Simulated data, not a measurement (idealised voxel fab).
Process module name: voxel fin reveal
FYI the section here is cut, 240 nm wide, cells are 5 nm squares.
Format of a cross-section: grid, square cells. Given as bands. Order: top down. Band: one or more rows of cells. In this notation a band is specified by the heights of its top and bottom, in that order and in nm, after which its materials appear from left to right, each paired with its width in nm. The word "throughout" attached to a single material means that material fills the band from edge to edge; the word "air" stands for empty space. Height 0 is the level under which the wafer as received is all one material. The lowest band goes on downwards, as in "0..down". A two-number width, for instance "30..40", indicates that the width is equal to the first number in the top row of the band and to the second number in the bottom row, and that it changes by a constant amount per row of cells. For the purposes of this document, the phrase "stayed the same" attached to a step denotes that no cell within the cross-section was modified by that step. For the entry "Sealed-off cavities", the listed items are empty spaces with no open way to the top whose size is 8 cells or more; each item follows the pattern width x height at distance, where distance is from the left edge and all three are in nm. Past the settings on a step's line: simulator remark, on that step. overlay nm: mask right of planned place by this much (step with mask). Neg. = left.
### This section lists the process steps that were planned
| 1 | RECEIVE with material Si |
| 2 | CONFORMAL_DEP with material SiN, thk nm 5 |
| 3 | MASKED_ETCH with tone cover, mask id FINS, width nm 15, pitch nm 45, etch materials SiN, depth nm 5, overlay nm 0 |
| 4 | MASKED_ETCH with tone cover, mask id FINS, width nm 15, pitch nm 45, etch materials Si, depth nm 35, overlay nm 0 |
| 5 | OXIDIZE with depth nm 5 |
| 6 | FILL_DEP with material SiO2, thk nm 10 |
| 7 | CMP with height nm 5 |
| 8 | SELECTIVE_ETCH with etch materials SiO2, depth nm 15 |
| 9 | STRIP with etch materials SiN |
### First of two wafers - as planned
### Step 1 complete: cross-section of the wafer as received
  0..down | Si throughout
  Sealed-off cavities: none
### Sectional view: wafer, after step 2
  5..0 | SiN throughout
  Rest of section, below 0: as before.
### Sectional view: wafer, after step 3
  5..0 | 45 of air, 15 of SiN, 30 of air, 15 of SiN, 30 of air, 15 of SiN, 30 of air, 15 of SiN, 45 of air
  Rest of section, below 0: as before.
### Sectional view: wafer, after step 4
  5..0 | 45 of air, 15 of SiN, 30 of air, 15 of SiN, 30 of air, 15 of SiN, 30 of air, 15 of SiN, 45 of air
  0..-35 | 45 of air, 15 of Si, 30 of air, 15 of Si, 30 of air, 15 of Si, 30 of air, 15 of Si, 45 of air
  Rest of section, below -35: as before.
### Sectional view: wafer, after step 5
  5..0 | 45 of air, 15 of SiN, 30 of air, 15 of SiN, 30 of air, 15 of SiN, 30 of air, 15 of SiN, 45 of air
  0..-35 | 45 of air, 5 of SiO2, 5 of Si, 5 of SiO2, 30 of air, 5 of SiO2, 5 of Si, 5 of SiO2, 30 of air, 5 of SiO2, 5 of Si, 5 of SiO2, 30 of air, 5 of SiO2, 5 of Si, 5 of SiO2, 45 of air
  -35..-40 | 50 of SiO2, 5 of Si, 40 of SiO2, 5 of Si, 40 of SiO2, 5 of Si, 40 of SiO2, 5 of Si, 50 of SiO2
  Rest of section, below -40: as before.
### Sectional view: wafer, after step 6
  15..5 | SiO2 throughout
  5..0 | 45 of SiO2, 15 of SiN, 30 of SiO2, 15 of SiN, 30 of SiO2, 15 of SiN, 30 of SiO2, 15 of SiN, 45 of SiO2
  0..-40 | 50 of SiO2, 5 of Si, 40 of SiO2, 5 of Si, 40 of SiO2, 5 of Si, 40 of SiO2, 5 of Si, 50 of SiO2
  Rest of section, below -40: as before.
### Sectional view: wafer, after step 7
  5..0 | 45 of SiO2, 15 of SiN, 30 of SiO2, 15 of SiN, 30 of SiO2, 15 of SiN, 30 of SiO2, 15 of SiN, 45 of SiO2
  Rest of section, below 0: as before.
### Sectional view: wafer, after step 8
  5..0 | 45 of air, 15 of SiN, 30 of air, 15 of SiN, 30 of air, 15 of SiN, 30 of air, 15 of SiN, 45 of air
  0..-10 | 50 of air, 5 of Si, 40 of air, 5 of Si, 40 of air, 5 of Si, 40 of air, 5 of Si, 50 of air
  Rest of section, below -10: as before.
### Sectional view: wafer, after step 9
  0..-10 | 50 of air, 5 of Si, 40 of air, 5 of Si, 40 of air, 5 of Si, 40 of air, 5 of Si, 50 of air
  Rest of section, below -10: as before.
### Second wafer, same starting state and plan as the first, one mistake in the run, identical through step 8
### Second wafer profile in section, at the moment step 9 of the plan was meant to be complete
  5..0 | 45 of air, 15 of SiN, 30 of air, 15 of SiN, 30 of air, 15 of SiN, 30 of air, 15 of SiN, 45 of air
  0..-40 | 50 of air, 5 of Si, 40 of air, 5 of Si, 40 of air, 5 of Si, 40 of air, 5 of Si, 50 of air
  Rest of section, below -40: as before.
So what did we get wrong on this run? contrary to plan, step 9 was performed as STRIP with etch materials SiO2
The second wafer ends with more or fewer cells of some materials than the first, per final count: SiN +12, SiO2 -264
